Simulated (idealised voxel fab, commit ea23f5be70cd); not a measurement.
process module | voxel transistor to metal
cross-section cut | 275 nm wide | cells 5 nm
A cross-section is a grid of square cells, given in bands from the top down. A band is one or more rows of cells.
Each band's line starts with the height of the band's top and of its bottom, in nm. Then come its materials from left to right, each with its width in nm. One material with "throughout" fills the band from edge to edge. "air" is empty space.
Height 0 is the level under which the wafer as received is all one material. The lowest band goes on downwards, as in "0 down".
A width such as "30 to 40" changes by the same amount from each row of cells to the next, from the band's top row to its bottom row.
"no change" after a step means that no cell of the cross-section changed.
closed voids: empty space of 8 cells or more with no open way to the top, each as width x height at its distance from the left edge, in nm
after a step's settings: what the simulator itself notes on the step
overlay nm, on a step with a mask: how far to the right of its planned place the mask lay; to the left if negative
plan
1 op RECEIVE | material Si
2 op OXIDIZE | depth nm 5
3 op CONFORMAL_DEP | material SiN | thk nm 15
4 op PATTERN | tone cover | mask id ACTIVE | material resist | width nm 100 | pitch nm 125 | thk nm 15 | overlay nm 0
5 op DIRECTIONAL_ETCH | etch materials SiN | depth nm 15
6 op DIRECTIONAL_ETCH | etch materials SiO2 | depth nm 5
7 op DIRECTIONAL_ETCH | etch materials Si | depth nm 35
8 op STRIP | etch materials resist
9 op FILL_DEP | material SiO2 | thk nm 10
10 op CMP | height nm 15
11 op SELECTIVE_ETCH | etch materials SiO2 | depth nm 10
12 op STRIP | etch materials SiN
13 op SELECTIVE_ETCH | etch materials SiO2 | depth nm 5
14 op OXIDIZE | depth nm 5
15 op DIRECTIONAL_DEP | material polySi | thk nm 30
16 op DIRECTIONAL_DEP | material SiCN | thk nm 10
17 op PATTERN | tone cover | mask id GATE | material resist | width nm 20 | pitch nm 125 | thk nm 15 | overlay nm 0
18 op DIRECTIONAL_ETCH | etch materials SiCN | depth nm 20
19 op DIRECTIONAL_ETCH | etch materials polySi | depth nm 40
20 op STRIP | etch materials resist
21 op CONFORMAL_DEP | material SiO2 | thk nm 5
22 op DIRECTIONAL_ETCH | etch materials SiO2 | depth nm 5
23 op CONFORMAL_DEP | material SiN | thk nm 10
24 op DIRECTIONAL_ETCH | etch materials SiN | depth nm 10
25 op DIRECTIONAL_ETCH | etch materials SiO2 | depth nm 5
26 op EPI | material pSi | thk nm 5
27 op FILL_DEP | material SiO2 | thk nm 5
28 op CMP | height nm 35
29 op DIRECTIONAL_DEP | material SiO2 | thk nm 15
30 op PATTERN | tone open | mask id CONTACT | material resist | width nm 15 | thk nm 20 | overlay nm 0
31 op DIRECTIONAL_ETCH | etch materials SiO2 | depth nm 55
32 op STRIP | etch materials resist
33 op CONFORMAL_DEP | material TiN | thk nm 5
34 op FILL_DEP | material Ru | thk nm 10
35 op CMP | height nm 50
36 op CONFORMAL_DEP | material SiN | thk nm 5
37 op DIRECTIONAL_DEP | material SiO2 | thk nm 15
38 op MASKED_ETCH | tone open | mask id METAL_1 | width nm 15 | etch materials SiO2 | depth nm 15 | overlay nm 0
39 op MASKED_ETCH | tone open | mask id METAL_1 | width nm 15 | etch materials SiN | depth nm 5 | overlay nm 0
40 op CONFORMAL_DEP | material TiN | thk nm 5
41 op FILL_DEP | material Cu | thk nm 10
42 op CMP | height nm 70
43 op EPI | material Ru | thk nm 5
44 op FILL_DEP | material SiCN | thk nm 5
45 op DIRECTIONAL_DEP | material lowk | thk nm 35
46 op DIRECTIONAL_DEP | material aC | thk nm 15
47 op PATTERN | tone open | mask id METAL_2 | material resist | width nm 15 | pitch nm 125 | thk nm 35 | overlay nm 0
48 op DIRECTIONAL_ETCH | etch materials aC | depth nm 15
49 op STRIP | etch materials resist
50 op DIRECTIONAL_ETCH | etch materials lowk | depth nm 20
51 op STRIP | etch materials aC
52 op PATTERN | tone open | mask id METAL_2_HOLES | material resist | width nm 15 | pitch nm 125 | thk nm 15 | overlay nm 0
53 op DIRECTIONAL_ETCH | etch materials lowk | depth nm 15
54 op DIRECTIONAL_ETCH | etch materials SiCN | depth nm 5
55 op STRIP | etch materials resist
56 op CONFORMAL_DEP | material TiN | thk nm 5
57 op FILL_DEP | material Cu | thk nm 5
58 op CMP | height nm 115
59 op CONFORMAL_DEP | material SiN | thk nm 5
as received, after step 1
  0 down: Si throughout
  closed voids: none
a wafer at the end: this start, this plan, one mistake
  120 to 115: SiN throughout
  115 to 80: lowk 30 | TiN 5 | Cu 5 | TiN 5 | lowk 110 | TiN 5 | Cu 5 | TiN 5 | lowk 105
  80 to 75: SiCN 30 | TiN 15 | SiCN 110 | TiN 15 | SiCN 105
  75 to 70: SiCN 25 | Ru 25 | SiCN 50 | Ru 25 | SiCN 25 | Ru 25 | SiCN 50 | Ru 25 | SiCN 25
  70 to 55: SiO2 30 | TiN 5 | Cu 5 | TiN 5 | SiO2 60 | TiN 5 | Cu 5 | TiN 5 | SiO2 35 | TiN 5 | Cu 5 | TiN 5 | SiO2 60 | TiN 5 | Cu 5 | TiN 5 | SiO2 30
  55 to 50: SiN 30 | TiN 15 | SiN 60 | TiN 15 | SiN 35 | TiN 15 | SiN 60 | TiN 15 | SiN 30
  50 to 35: SiO2 30 | TiN 5 | Ru 5 | TiN 5 | SiO2 60 | TiN 5 | Ru 5 | TiN 5 | SiO2 35 | TiN 5 | Ru 5 | TiN 5 | SiO2 60 | TiN 5 | Ru 5 | TiN 5 | SiO2 30
  35 to 30: SiO2 30 | TiN 5 | Ru 5 | TiN 5 | SiO2 5 | SiN 10 | SiO2 5 | SiCN 20 | SiO2 5 | SiN 10 | SiO2 5 | TiN 5 | Ru 5 | TiN 5 | SiO2 35 | TiN 5 | Ru 5 | TiN 5 | SiO2 5 | SiN 10 | SiO2 5 | SiCN 20 | SiO2 5 | SiN 10 | SiO2 5 | TiN 5 | Ru 5 | TiN 5 | SiO2 30
  30 to 0: SiO2 30 | TiN 5 | Ru 5 | TiN 5 | SiO2 5 | SiN 10 | SiO2 5 | polySi 20 | SiO2 5 | SiN 10 | SiO2 5 | TiN 5 | Ru 5 | TiN 5 | SiO2 35 | TiN 5 | Ru 5 | TiN 5 | SiO2 5 | SiN 10 | SiO2 5 | polySi 20 | SiO2 5 | SiN 10 | SiO2 5 | TiN 5 | Ru 5 | TiN 5 | SiO2 30
  0 to -5: SiO2 15 | SiN 10 | SiO2 5 | TiN 15 | SiO2 60 | TiN 15 | SiO2 5 | SiN 10 | SiO2 5 | SiN 10 | SiO2 5 | TiN 15 | SiO2 60 | TiN 15 | SiO2 5 | SiN 10 | SiO2 15
  -5 to -10: pSi 15 | SiO2 120 | pSi 5 | SiO2 120 | pSi 15
  -10 to -40: Si 25 | SiO2 100 | Si 25 | SiO2 100 | Si 25
  -40 down: Si throughout
  closed voids: none
what went wrong: step 4 ran as: op PATTERN | tone open | mask id ACTIVE | material resist | width nm 100 | pitch nm 125 | thk nm 15 | overlay nm 0
